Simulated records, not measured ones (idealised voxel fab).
This is a process module. Its name is voxel transistor to metal.
Displayed cross-section: cut, width of 155 nm, square cells sized 5 nm.
How to read a cross-section here: the picture is a grid of square cells, written as bands going from the top down, and any band can span one or more rows of cells. Band: top height; bottom height; in nm. Then, left to right: material with width in nm, for each material. "throughout": a single material spanning edge to edge. "air": empty space. For the purposes of this specification, 0 denotes the height below which the wafer in its as-received condition is composed wholly of one material, and the lowermost band, lacking a lower limit, extends downward without end, as expressed in "0 down". Top row gets the first number, bottom row gets the second, and each row in between changes by the same step: that is how a band width like "30 to 40" works. A step reported as "nothing changed" is a step in which no cell of the cross-section changed. Listed in "Sealed void inventory": every empty space of 8 or more cells without an open way to the top. Form: width x height at distance, the distance being from the left edge, all in nm. Step line, after settings: the simulator's comment on this step. "overlay nm" denotes, for a step that has a mask, the displacement of the mask to the right of its planned place, with negative values corresponding to the left.

## These are the steps we planned for the process
step 1: RECEIVE | material Si
step 2: CONFORMAL_DEP | material SiO2 | thk nm 5
step 3: CONFORMAL_DEP | material SiN | thk nm 10
step 4: PATTERN | tone cover | mask id ACTIVE | material resist | width nm 100 | thk nm 20 | overlay nm 0
step 5: DIRECTIONAL_ETCH | etch materials SiN | depth nm 10
step 6: DIRECTIONAL_ETCH | etch materials SiO2 | depth nm 5
step 7: DIRECTIONAL_ETCH | etch materials Si | depth nm 25
step 8: STRIP | etch materials resist
step 9: OXIDIZE | depth nm 5
step 10: FILL_DEP | material SiO2 | thk nm 5
step 11: CMP | height nm 15
step 12: SELECTIVE_ETCH | etch materials SiO2 | depth nm 5
step 13: STRIP | etch materials SiN
step 14: SELECTIVE_ETCH | etch materials SiO2 | depth nm 5
step 15: OXIDIZE | depth nm 5
step 16: DIRECTIONAL_DEP | material polySi | thk nm 30
step 17: DIRECTIONAL_DEP | material SiCN | thk nm 15
step 18: MASKED_ETCH | tone cover | mask id GATE | width nm 20 | etch materials SiCN | depth nm 25 | overlay nm 0
step 19: MASKED_ETCH | tone cover | mask id GATE | width nm 20 | etch materials polySi | depth nm 40 | overlay nm 0
step 20: CONFORMAL_DEP | material SiN | thk nm 10
step 21: DIRECTIONAL_ETCH | etch materials SiN | depth nm 10
step 22: DIRECTIONAL_ETCH | etch materials SiO2 | depth nm 5
step 23: EPI | material SiGe | thk nm 5
step 24: FILL_DEP | material SiO2 | thk nm 10
step 25: CMP | height nm 45
step 26: DIRECTIONAL_DEP | material SiO2 | thk nm 10
step 27: PATTERN | tone open | mask id CONTACT | material resist | width nm 15 | pitch nm 65 | thk nm 20 | overlay nm 0
step 28: DIRECTIONAL_ETCH | etch materials SiO2 | depth nm 55
step 29: STRIP | etch materials resist
step 30: CONFORMAL_DEP | material TiN | thk nm 5
step 31: FILL_DEP | material W | thk nm 5
step 32: CMP | height nm 55
step 33: DIRECTIONAL_DEP | material TiN | thk nm 5
step 34: DIRECTIONAL_DEP | material Ru | thk nm 20
step 35: PATTERN | tone cover | mask id METAL_1 | material resist | width nm 15 | pitch nm 65 | thk nm 20 | overlay nm 0
step 36: DIRECTIONAL_ETCH | etch materials Ru | depth nm 20
step 37: DIRECTIONAL_ETCH | etch materials TiN | depth nm 5
step 38: STRIP | etch materials resist
step 39: FILL_DEP | material SiO2 | thk nm 10
step 40: CMP | height nm 80
step 41: CONFORMAL_DEP | material SiCN | thk nm 5
step 42: DIRECTIONAL_DEP | material lowk | thk nm 25
step 43: DIRECTIONAL_DEP | material aC | thk nm 10
step 44: PATTERN | tone open | mask id METAL_2 | material resist | width nm 15 | pitch nm 65 | thk nm 30 | overlay nm 0
step 45: DIRECTIONAL_ETCH | etch materials aC | depth nm 10
step 46: STRIP | etch materials resist
step 47: DIRECTIONAL_ETCH | etch materials lowk | depth nm 15
step 48: STRIP | etch materials aC
step 49: MASKED_ETCH | tone open | mask id METAL_2_HOLES | width nm 15 | pitch nm 65 | etch materials lowk | depth nm 10 | overlay nm 0
step 50: MASKED_ETCH | tone open | mask id METAL_2_HOLES | width nm 15 | pitch nm 65 | etch materials SiCN | depth nm 5 | overlay nm 0
step 51: CONFORMAL_DEP | material TiN | thk nm 5
step 52: FILL_DEP | material Cu | thk nm 10
step 53: CMP | height nm 110
step 54: CONFORMAL_DEP | material SiN | thk nm 5

## Cross-section: wafer on arrival = after step 1
0 down  Si throughout
Sealed void inventory: none

## Module complete - cross-section of the first of two wafers, run according to plan
115 to 110  SiN throughout
110 to 85  35 lowk, then 5 TiN, then 5 Cu, then 5 TiN, then 50 lowk, then 5 TiN, then 5 Cu, then 5 TiN, then 40 lowk
85 to 80  35 SiCN, then 15 TiN, then 50 SiCN, then 15 TiN, then 40 SiCN
80 to 60  35 SiO2, then 15 Ru, then 50 SiO2, then 15 Ru, then 40 SiO2
60 to 55  35 SiO2, then 15 TiN, then 50 SiO2, then 15 TiN, then 40 SiO2
55 to 45  35 SiO2, then 5 TiN, then 5 W, then 5 TiN, then 50 SiO2, then 5 TiN, then 5 W, then 5 TiN, then 40 SiO2
45 to 30  35 SiO2, then 5 TiN, then 5 W, then 5 TiN, then 5 SiO2, then 10 SiN, then 20 SiCN, then 10 SiN, then 5 SiO2, then 5 TiN, then 5 W, then 5 TiN, then 40 SiO2
30 to 5  35 SiO2, then 5 TiN, then 5 W, then 5 TiN, then 5 SiO2, then 10 SiN, then 20 polySi, then 10 SiN, then 5 SiO2, then 5 TiN, then 5 W, then 5 TiN, then 40 SiO2
5 to 0  20 SiO2, then 10 SiN, then 5 SiO2, then 15 TiN, then 5 SiO2, then 10 SiN, then 20 polySi, then 10 SiN, then 5 SiO2, then 15 TiN, then 5 SiO2, then 10 SiN, then 25 SiO2
0 to -5  30 SiO2, then 25 SiGe, then 40 SiO2, then 25 SiGe, then 35 SiO2
-5 to -30  30 SiO2, then 90 Si, then 35 SiO2
-30 down  Si throughout
Sealed void inventory: none

## Cross-sectional view of the second of two wafers upon completion of the module. This wafer shared its starting condition and process plan with the first; one error was made during its execution
115 to 110  SiN throughout
110 to 85  35 lowk, then 5 TiN, then 5 Cu, then 5 TiN, then 50 lowk, then 5 TiN, then 5 Cu, then 5 TiN, then 40 lowk
85 to 80  35 SiCN, then 15 TiN, then 50 SiCN, then 15 TiN, then 40 SiCN
80 to 60  35 SiO2, then 15 Ru, then 50 SiO2, then 15 Ru, then 40 SiO2
60 to 55  35 SiO2, then 15 TiN, then 50 SiO2, then 15 TiN, then 40 SiO2
55 to 45  35 SiO2, then 5 TiN, then 5 W, then 5 TiN, then 50 SiO2, then 5 TiN, then 5 W, then 5 TiN, then 40 SiO2
45 to 30  35 SiO2, then 5 TiN, then 5 W, then 5 TiN, then 5 SiO2, then 10 SiN, then 20 SiCN, then 10 SiN, then 5 SiO2, then 5 TiN, then 5 W, then 5 TiN, then 40 SiO2
30 to 5  35 SiO2, then 5 TiN, then 5 W, then 5 TiN, then 5 SiO2, then 10 SiN, then 20 polySi, then 10 SiN, then 5 SiO2, then 5 TiN, then 5 W, then 5 TiN, then 40 SiO2
5 to 0  20 SiO2, then 10 SiN, then 5 SiO2, then 15 TiN, then 5 SiO2, then 10 SiN, then 20 polySi, then 10 SiN, then 5 SiO2, then 15 TiN, then 5 SiO2, then 10 SiN, then 25 SiO2
0 to -5  20 SiO2, then 10 SiN, then 25 SiGe, then 40 SiO2, then 25 SiGe, then 10 SiN, then 25 SiO2
-5 to -10  35 SiO2, then 80 Si, then 40 SiO2
-10 to -30  30 SiO2, then 90 Si, then 35 SiO2
-30 down  Si throughout
Sealed void inventory: none
The plan and the run diverged here: step 2 was dropped from the plan's execution and never run
FYI, end of process, the second wafer has more or fewer cells of some materials than the first: Si: 2 fewer | SiN: 4 more | SiO2: 2 fewer
